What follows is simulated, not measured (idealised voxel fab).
process module | voxel capacitor over wiring
cross-section cut | 280 nm wide | cells 5 nm
A cross-section is a grid of square cells, given in bands from the top down. A band is one or more rows of cells.
Each band's line starts with the height of the band's top and of its bottom, in nm. Then come its materials from left to right, each with its width in nm. One material with "throughout" fills the band from edge to edge. "air" is empty space.
Height 0 is the level under which the wafer as received is all one material. The lowest band goes on downwards, as in "0 down".
A width such as "30 to 40" changes by the same amount from each row of cells to the next, from the band's top row to its bottom row.
"no change" after a step means that no cell of the cross-section changed.
closed voids: empty space of 8 cells or more with no open way to the top, each as width x height at its distance from the left edge, in nm
after a step's settings: what the simulator itself notes on the step
overlay nm, on a step with a mask: how far to the right of its planned place the mask lay; to the left if negative
plan
1 op RECEIVE | material Si
2 op CONFORMAL_DEP | material SiO2 | thk nm 15
3 op CONFORMAL_DEP | material SiCN | thk nm 5
4 op DIRECTIONAL_DEP | material lowk | thk nm 25
5 op PATTERN | tone open | mask id METAL_1 | material resist | width nm 20 | pitch nm 90 | thk nm 15 | overlay nm 0
6 op DIRECTIONAL_ETCH | etch materials lowk | depth nm 25
7 op DIRECTIONAL_ETCH | etch materials SiCN | depth nm 5
8 op STRIP | etch materials resist
9 op CONFORMAL_DEP | material TiN | thk nm 5
10 op FILL_DEP | material W | thk nm 5
11 op CMP | height nm 45
12 op EPI | material Ru | thk nm 5
13 op FILL_DEP | material SiCN | thk nm 5
14 op DIRECTIONAL_DEP | material SiO2 | thk nm 20
15 op MASKED_ETCH | tone open | mask id PLUG_1 | width nm 15 | etch materials SiO2 | depth nm 20 | overlay nm 0
16 op MASKED_ETCH | tone open | mask id PLUG_1 | width nm 15 | etch materials SiCN | depth nm 5 | overlay nm 0
17 op CONFORMAL_DEP | material TiN | thk nm 5
18 op FILL_DEP | material W | thk nm 10
19 op CMP | height nm 75
20 op DIRECTIONAL_DEP | material TiN | thk nm 5
21 op DIRECTIONAL_DEP | material SiN | thk nm 5
22 op DIRECTIONAL_DEP | material TiN | thk nm 5
23 op MASKED_ETCH | tone cover | mask id UPPER_PLATE | width nm 75 | etch materials TiN | depth nm 5 | overlay nm 0
24 op MASKED_ETCH | tone cover | mask id UPPER_PLATE | width nm 75 | etch materials SiN | depth nm 5 | overlay nm 0
25 op MASKED_ETCH | tone cover | mask id LOWER_PLATE | width nm 85 | etch materials TiN | depth nm 5 | overlay nm 0
26 op FILL_DEP | material SiO2 | thk nm 20
27 op CMP | height nm 105
28 op PATTERN | tone open | mask id PLUG_2 | material resist | width nm 15 | thk nm 15 | overlay nm 0
29 op DIRECTIONAL_ETCH | etch materials SiO2 | depth nm 15
30 op STRIP | etch materials resist
31 op CONFORMAL_DEP | material TiN | thk nm 5
32 op FILL_DEP | material W | thk nm 10
33 op CMP | height nm 105
34 op CONFORMAL_DEP | material SiN | thk nm 5
first wafer, as planned
as received, after step 1
  0 down: Si throughout
  closed voids: none
after step 2
  15 to 0: SiO2 throughout
  below 0: unchanged
after step 3
  20 to 15: SiCN throughout
  below 15: unchanged
after step 4
  45 to 20: lowk throughout
  below 20: unchanged
after step 5
  60 to 45: resist 85 | air 20 | resist 70 | air 20 | resist 85
  below 45: unchanged
after step 6
  60 to 45: resist 85 | air 20 | resist 70 | air 20 | resist 85
  45 to 20: lowk 85 | air 20 | lowk 70 | air 20 | lowk 85
  below 20: unchanged
after step 7
  60 to 45: resist 85 | air 20 | resist 70 | air 20 | resist 85
  45 to 20: lowk 85 | air 20 | lowk 70 | air 20 | lowk 85
  20 to 15: SiCN 85 | air 20 | SiCN 70 | air 20 | SiCN 85
  below 15: unchanged
after step 8
  45 to 20: lowk 85 | air 20 | lowk 70 | air 20 | lowk 85
  below 20: unchanged
after step 9
  50 to 45: TiN 90 | air 10 | TiN 80 | air 10 | TiN 90
  45 to 20: lowk 85 | TiN 5 | air 10 | TiN 5 | lowk 70 | TiN 5 | air 10 | TiN 5 | lowk 85
  20 to 15: SiCN 85 | TiN 20 | SiCN 70 | TiN 20 | SiCN 85
  below 15: unchanged
after step 10
  55 to 50: W throughout
  50 to 45: TiN 90 | W 10 | TiN 80 | W 10 | TiN 90
  45 to 20: lowk 85 | TiN 5 | W 10 | TiN 5 | lowk 70 | TiN 5 | W 10 | TiN 5 | lowk 85
  below 20: unchanged
after step 11
  45 to 20: lowk 85 | TiN 5 | W 10 | TiN 5 | lowk 70 | TiN 5 | W 10 | TiN 5 | lowk 85
  below 20: unchanged
after step 12
  50 to 45: air 80 | Ru 30 | air 60 | Ru 30 | air 80
  below 45: unchanged
after step 13
  55 to 50: SiCN throughout
  50 to 45: SiCN 80 | Ru 30 | SiCN 60 | Ru 30 | SiCN 80
  below 45: unchanged
after step 14
  75 to 55: SiO2 throughout
  below 55: unchanged
after step 15
  75 to 55: SiO2 90 | air 15 | SiO2 175
  below 55: unchanged
after step 16
  75 to 55: SiO2 90 | air 15 | SiO2 175
  55 to 50: SiCN 90 | air 15 | SiCN 175
  below 50: unchanged
after step 17
  80 to 75: TiN 95 | air 5 | TiN 180
  75 to 55: SiO2 90 | TiN 5 | air 5 | TiN 5 | SiO2 175
  55 to 50: SiCN 90 | TiN 15 | SiCN 175
  below 50: unchanged
after step 18
  90 to 80: W throughout
  80 to 75: TiN 95 | W 5 | TiN 180
  75 to 55: SiO2 90 | TiN 5 | W 5 | TiN 5 | SiO2 175
  below 55: unchanged
after step 19
  75 to 55: SiO2 90 | TiN 5 | W 5 | TiN 5 | SiO2 175
  below 55: unchanged
after step 20
  80 to 75: TiN throughout
  below 75: unchanged
after step 21
  85 to 80: SiN throughout
  below 80: unchanged
after step 22
  90 to 85: TiN throughout
  below 85: unchanged
after step 23
  90 to 85: air 90 | TiN 75 | air 115
  below 85: unchanged
after step 24
  90 to 85: air 90 | TiN 75 | air 115
  85 to 80: air 90 | SiN 75 | air 115
  below 80: unchanged
after step 25
  90 to 85: air 90 | TiN 75 | air 115
  85 to 80: air 90 | SiN 75 | air 115
  80 to 75: air 85 | TiN 85 | air 110
  below 75: unchanged
after step 26
  110 to 90: SiO2 throughout
  90 to 85: SiO2 90 | TiN 75 | SiO2 115
  85 to 80: SiO2 90 | SiN 75 | SiO2 115
  80 to 75: SiO2 85 | TiN 85 | SiO2 110
  below 75: unchanged
after step 27
  105 to 90: SiO2 throughout
  below 90: unchanged
after step 28
  120 to 105: resist 100 | air 15 | resist 165
  below 105: unchanged
after step 29
  120 to 105: resist 100 | air 15 | resist 165
  105 to 90: SiO2 100 | air 15 | SiO2 165
  below 90: unchanged
after step 30
  105 to 90: SiO2 100 | air 15 | SiO2 165
  below 90: unchanged
after step 31
  110 to 105: TiN 105 | air 5 | TiN 170
  105 to 95: SiO2 100 | TiN 5 | air 5 | TiN 5 | SiO2 165
  95 to 85: SiO2 100 to 90 | TiN 15 to 75 | SiO2 165 to 115
  below 85: unchanged
after step 32
  120 to 110: W throughout
  110 to 105: TiN 105 | W 5 | TiN 170
  105 to 95: SiO2 100 | TiN 5 | W 5 | TiN 5 | SiO2 165
  below 95: unchanged
after step 33
  105 to 95: SiO2 100 | TiN 5 | W 5 | TiN 5 | SiO2 165
  below 95: unchanged
after step 34
  110 to 105: SiN throughout
  below 105: unchanged
second wafer: like start, like plan, one mistake. Through step 1 it matches the first wafer
when step 2 should have ended
  30 to 0: SiO2 throughout
  below 0: unchanged
when step 3 should have ended
  35 to 30: SiCN throughout
  below 30: unchanged
when step 4 should have ended
  60 to 35: lowk throughout
  below 35: unchanged
when step 5 should have ended
  75 to 60: resist 85 | air 20 | resist 70 | air 20 | resist 85
  below 60: unchanged
when step 6 should have ended
  75 to 60: resist 85 | air 20 | resist 70 | air 20 | resist 85
  60 to 35: lowk 85 | air 20 | lowk 70 | air 20 | lowk 85
  below 35: unchanged
when step 7 should have ended
  75 to 60: resist 85 | air 20 | resist 70 | air 20 | resist 85
  60 to 35: lowk 85 | air 20 | lowk 70 | air 20 | lowk 85
  35 to 30: SiCN 85 | air 20 | SiCN 70 | air 20 | SiCN 85
  below 30: unchanged
when step 8 should have ended
  60 to 35: lowk 85 | air 20 | lowk 70 | air 20 | lowk 85
  below 35: unchanged
when step 9 should have ended
  65 to 60: TiN 90 | air 10 | TiN 80 | air 10 | TiN 90
  60 to 35: lowk 85 | TiN 5 | air 10 | TiN 5 | lowk 70 | TiN 5 | air 10 | TiN 5 | lowk 85
  35 to 30: SiCN 85 | TiN 20 | SiCN 70 | TiN 20 | SiCN 85
  below 30: unchanged
when step 10 should have ended
  70 to 65: W throughout
  65 to 60: TiN 90 | W 10 | TiN 80 | W 10 | TiN 90
  60 to 35: lowk 85 | TiN 5 | W 10 | TiN 5 | lowk 70 | TiN 5 | W 10 | TiN 5 | lowk 85
  below 35: unchanged
when step 11 should have ended
  45 to 35: lowk 85 | TiN 5 | W 10 | TiN 5 | lowk 70 | TiN 5 | W 10 | TiN 5 | lowk 85
  below 35: unchanged
when step 12 should have ended
  50 to 45: air 80 | Ru 30 | air 60 | Ru 30 | air 80
  below 45: unchanged
when step 13 should have ended
  55 to 50: SiCN throughout
  50 to 45: SiCN 80 | Ru 30 | SiCN 60 | Ru 30 | SiCN 80
  below 45: unchanged
when step 14 should have ended
  75 to 55: SiO2 throughout
  below 55: unchanged
when step 15 should have ended
  75 to 55: SiO2 90 | air 15 | SiO2 175
  below 55: unchanged
when step 16 should have ended
  75 to 55: SiO2 90 | air 15 | SiO2 175
  55 to 50: SiCN 90 | air 15 | SiCN 175
  below 50: unchanged
when step 17 should have ended
  80 to 75: TiN 95 | air 5 | TiN 180
  75 to 55: SiO2 90 | TiN 5 | air 5 | TiN 5 | SiO2 175
  55 to 50: SiCN 90 | TiN 15 | SiCN 175
  below 50: unchanged
when step 18 should have ended
  90 to 80: W throughout
  80 to 75: TiN 95 | W 5 | TiN 180
  75 to 55: SiO2 90 | TiN 5 | W 5 | TiN 5 | SiO2 175
  below 55: unchanged
when step 19 should have ended
  75 to 55: SiO2 90 | TiN 5 | W 5 | TiN 5 | SiO2 175
  below 55: unchanged
when step 20 should have ended
  80 to 75: TiN throughout
  below 75: unchanged
when step 21 should have ended
  85 to 80: SiN throughout
  below 80: unchanged
when step 22 should have ended
  90 to 85: TiN throughout
  below 85: unchanged
when step 23 should have ended
  90 to 85: air 90 | TiN 75 | air 115
  below 85: unchanged
when step 24 should have ended
  90 to 85: air 90 | TiN 75 | air 115
  85 to 80: air 90 | SiN 75 | air 115
  below 80: unchanged
when step 25 should have ended
  90 to 85: air 90 | TiN 75 | air 115
  85 to 80: air 90 | SiN 75 | air 115
  80 to 75: air 85 | TiN 85 | air 110
  below 75: unchanged
when step 26 should have ended
  110 to 90: SiO2 throughout
  90 to 85: SiO2 90 | TiN 75 | SiO2 115
  85 to 80: SiO2 90 | SiN 75 | SiO2 115
  80 to 75: SiO2 85 | TiN 85 | SiO2 110
  below 75: unchanged
when step 27 should have ended
  105 to 90: SiO2 throughout
  below 90: unchanged
when step 28 should have ended
  120 to 105: resist 100 | air 15 | resist 165
  below 105: unchanged
when step 29 should have ended
  120 to 105: resist 100 | air 15 | resist 165
  105 to 90: SiO2 100 | air 15 | SiO2 165
  below 90: unchanged
when step 30 should have ended
  105 to 90: SiO2 100 | air 15 | SiO2 165
  below 90: unchanged
when step 31 should have ended
  110 to 105: TiN 105 | air 5 | TiN 170
  105 to 95: SiO2 100 | TiN 5 | air 5 | TiN 5 | SiO2 165
  95 to 85: SiO2 100 to 90 | TiN 15 to 75 | SiO2 165 to 115
  below 85: unchanged
when step 32 should have ended
  120 to 110: W throughout
  110 to 105: TiN 105 | W 5 | TiN 170
  105 to 95: SiO2 100 | TiN 5 | W 5 | TiN 5 | SiO2 165
  below 95: unchanged
when step 33 should have ended
  105 to 95: SiO2 100 | TiN 5 | W 5 | TiN 5 | SiO2 165
  below 95: unchanged
when step 34 should have ended
  110 to 105: SiN throughout
  below 105: unchanged
what went wrong: step 2 was run twice
at the end the second wafer has, in cells: 168 more of SiO2 | 12 fewer of TiN | 12 fewer of W | 144 fewer of lowk
